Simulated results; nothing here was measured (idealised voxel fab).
Process module, titled voxel trench capacitor
We display cut, a cross-section 225 nm in width whose square cells are each 5 nm.
The cross-sections in this document take the form of a grid made of square cells. They are written out as bands, in order from top to bottom. Each band consists of one or more rows of cells.
First you get the band's top height and its bottom height, in nm, and then the materials it's made of, left to right, with each width in nm. If you see a single material with "full width", that one covers the band edge to edge. "blank" is empty space.
Heights are expressed relative to 0, this being the level below which the as-received wafer comprises one material exclusively. The lowest band is unbounded in the downward direction and is denoted as in "0 down".
When a width is written as two numbers, as in "30 to 40", the first number is the width in the top row of cells of the band and the second is the width in its bottom row, and the width changes by the same amount from each row to the next.
Step note "remained the same" = no cross-section cell changed.
Entry "Closed-off voids". Content: empty spaces with no open connection to the top, size 8 cells or greater. Each: width x height at distance. Distance: from left edge. Unit: nm.
Heads up: the bit after the settings on a step's line is the simulator's remark on that step.
On any step carrying a mask, the "overlay nm" setting, if present on the step's line, tells how far right of its planned place the mask lay; negative values point to the left.
The steps planned for the process are as follows:
1 RECEIVE [material Si]
2 CONFORMAL_DEP [material SiN] [thk nm 10]
3 MASKED_ETCH [tone open] [mask id TRENCH] [width nm 15] [pitch nm 45] [etch materials SiN] [depth nm 10] [overlay nm 0]
4 MASKED_ETCH [tone open] [mask id TRENCH] [width nm 15] [pitch nm 45] [etch materials Si] [depth nm 40] [overlay nm 0]
5 CONFORMAL_DEP [material SiO2] [thk nm 5]
6 FILL_DEP [material polySi] [thk nm 5]
7 CMP [height nm 10]
As-received wafer cross-section (after step 1):
- 0 down  Si full width
- Closed-off voids: none
Same starting wafer, same plan as above, one mistake in the execution; this is the cross-section at the end of the module:
- 10 to 5  80 SiN, 5 SiO2, 5 polySi, 5 SiO2, 30 SiN, 5 SiO2, 5 polySi, 5 SiO2, 85 SiN
- 5 to 0  80 SiN, 15 SiO2, 30 SiN, 15 SiO2, 85 SiN
- 0 to -40  80 Si, 10 SiO2, 35 Si, 10 SiO2, 90 Si
- -40 down  Si full width
- Closed-off voids: none
Run error: planned and actual differ for step 4; actual: MASKED_ETCH [tone open] [mask id TRENCH] [width nm 15] [pitch nm 45] [etch materials Si] [depth nm 40] [overlay nm -5]
